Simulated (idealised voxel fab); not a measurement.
The process module that follows is named voxel self aligned vias.
Cross-section cut: width 175 nm, square cells of 5 nm.
Cross-section layout: square cells on a grid; listed as bands, top to bottom; a band spans one or more cell rows. Top, bottom (nm), then materials left to right with widths (nm); lone material tagged "all across" fills the whole band edge to edge; "air" = empty space. Basically, 0 is our baseline, since under it the wafer straight out of the box is all one material. The bottom band has no lower end and keeps on going down, so it looks like "0 down". Quick explanation for "30 to 40": the width changes in equal steps down the rows of cells, from the first number in the band's top row to the second number in its bottom row. "nothing got changed" (step): cross-section cells unchanged, all of them. The entry titled "Enclosed empty spaces" provides the empty spaces that have no open way to the top, restricted to those of 8 cells or more. Each is presented as width x height at distance, the distance being measured from the left edge, with all three in nm. On each step's line, the part that comes after the settings is the simulator's own comment on the step. "overlay nm", when on a step's line for a step with a mask, measures how far to the right of its planned place the mask lay; a negative measure means to the left.
### This section lists the process steps that were planned
- 1: RECEIVE,material Si
- 2: CONFORMAL_DEP,material SiO2,thk nm 10
- 3: CONFORMAL_DEP,material SiCN,thk nm 5
- 4: DIRECTIONAL_DEP,material SiO2,thk nm 25
- 5: MASKED_ETCH,tone open,mask id LINES,width nm 25,pitch nm 65,etch materials SiO2,depth nm 25,overlay nm 0
- 6: CONFORMAL_DEP,material TiN,thk nm 5
- 7: FILL_DEP,material Ru,thk nm 5
- 8: CMP,height nm 40
- 9: SELECTIVE_ETCH,etch materials W Ru TiN,depth nm 5
- 10: FILL_DEP,material SiN,thk nm 5
- 11: CMP,height nm 40
- 12: DIRECTIONAL_DEP,material SiO2,thk nm 20
- 13: DIRECTIONAL_DEP,material aC,thk nm 15
- 14: PATTERN,tone open,mask id VIAS,material resist,width nm 35,thk nm 35,overlay nm 0
- 15: DIRECTIONAL_ETCH,etch materials aC,depth nm 15
- 16: STRIP,etch materials resist
- 17: DIRECTIONAL_ETCH,etch materials SiO2,depth nm 20
- 18: DIRECTIONAL_ETCH,etch materials SiN,depth nm 5
- 19: STRIP,etch materials aC
- 20: CONFORMAL_DEP,material TiN,thk nm 5
- 21: FILL_DEP,material Cu,thk nm 5
- 22: CMP,height nm 60
- 23: CONFORMAL_DEP,material SiCN,thk nm 5
### As-received wafer cross-section (after step 1)
	0 down = Si all across
	Enclosed empty spaces: none
### First wafer of two, sectioned at end of module; run went per plan
	65 to 60 = SiCN all across
	60 to 45 = SiO2 (35) | TiN (5) | Cu (25) | TiN (5) | SiO2 (105)
	45 to 40 = SiO2 (35) | TiN (10) | Cu (15) | TiN (10) | SiO2 (105)
	40 to 35 = SiO2 (40) | TiN (25) | SiO2 (40) | SiN (25) | SiO2 (45)
	35 to 20 = SiO2 (40) | TiN (5) | Ru (15) | TiN (5) | SiO2 (40) | TiN (5) | Ru (15) | TiN (5) | SiO2 (45)
	20 to 15 = SiO2 (40) | TiN (25) | SiO2 (40) | TiN (25) | SiO2 (45)
	15 to 10 = SiCN all across
	10 to 0 = SiO2 all across
	0 down = Si all across
	Enclosed empty spaces: none
### Wafer two cross-section, module end. Start and plan unchanged from wafer one; one mistake made during the run
	65 to 60 = SiCN all across
	60 to 45 = SiO2 (35) | TiN (5) | Cu (25) | TiN (5) | SiO2 (105)
	45 to 40 = SiO2 (35) | TiN (10) | Cu (15) | TiN (10) | SiO2 (105)
	40 to 35 = SiO2 (40) | TiN (25) | SiO2 (40) | SiN (25) | SiO2 (45)
	35 to 25 = SiO2 (40) | TiN (5) | Ru (15) | TiN (5) | SiO2 (40) | TiN (5) | Ru (15) | TiN (5) | SiO2 (45)
	25 to 20 = SiO2 (40) | TiN (25) | SiO2 (40) | TiN (25) | SiO2 (45)
	20 to 15 = SiCN all across
	15 to 0 = SiO2 all across
	0 down = Si all across
	Enclosed empty spaces: none
Error vs. plan: step 2 changed vs plan, executed as CONFORMAL_DEP,material SiO2,thk nm 15
Heads up, by the end the second wafer has more or fewer cells of some materials compared to the first: 6 fewer of Ru | 10 more of SiO2 | 4 fewer of TiN
